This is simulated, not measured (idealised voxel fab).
A process module follows: voxel tone inversion.
The cross-section shown here is cut; it is 270 nm wide and divided into square cells measuring 5 nm on a side.
In what follows, cross-sections appear as grids of square cells, described through bands that run from the top down, where every band is one or more rows of cells.
Read a band's entry like this: the first values are the height of its top and the height of its bottom in nm, and what follows is the sequence of materials from left to right, each with its width in nm. Note that "empty" is empty space, and that a single material marked "edge to edge" reaches across the band from edge to edge.
Heads up on the height convention: 0 is the point under which the incoming wafer is all one material, and the lowest band has no bottom, it just keeps going down, like "top 0, no bottom".
You'd read "30 to 40" like this: the band's top row of cells is as wide as the first number, its bottom row is as wide as the second, and going down, every row changes width by the same amount as the row before did.
It should be understood that the words "no change occurred", when stated for a given step, signify that the cross-section underwent no change in any of its cells during that step.
Closed empty spaces (no open way to the top) of 8 cells or more are what "Closed void listing" lists, each as width x height at distance from the left edge, nm for all three.
The remark found on a step's line after its settings is issued by the simulator itself and pertains to that step.
Among the settings permitted on a step's line is "overlay nm"; applied to a step with a mask, it specifies the extent to which the mask lay to the right of its planned position, whereas a negative figure signifies a position to the left.
THE PROCESS STEPS THAT WERE PLANNED ARE LISTED BELOW
| 1 | RECEIVE (material Si) |
| 2 | CONFORMAL_DEP (material SiCN; thk nm 5) |
| 3 | DIRECTIONAL_DEP (material aC; thk nm 25) |
| 4 | PATTERN (tone cover; mask id POSTS; material resist; width nm 25; pitch nm 45; thk nm 35; overlay nm 0) |
| 5 | DIRECTIONAL_ETCH (etch materials aC; depth nm 25) |
| 6 | STRIP (etch materials resist) |
| 7 | FILL_DEP (material lowk; thk nm 5) |
| 8 | CMP (height nm 30) |
| 9 | STRIP (etch materials aC) |
INCOMING WAFER IN CROSS-SECTION (STATE: AFTER STEP 1)
  top 0, no bottom | Si edge to edge
  Closed void listing: none
CROSS-SECTION, END OF MODULE. START: AS ABOVE. PLAN: AS ABOVE. EXECUTION: ONE MISTAKE
  top 30, bottom 25 | SiCN edge to edge
  top 25, bottom 0 | aC edge to edge
  top 0, no bottom | Si edge to edge
  Closed void listing: none
What was the processing mistake? steps 2 and 3 run out of order (swapped)
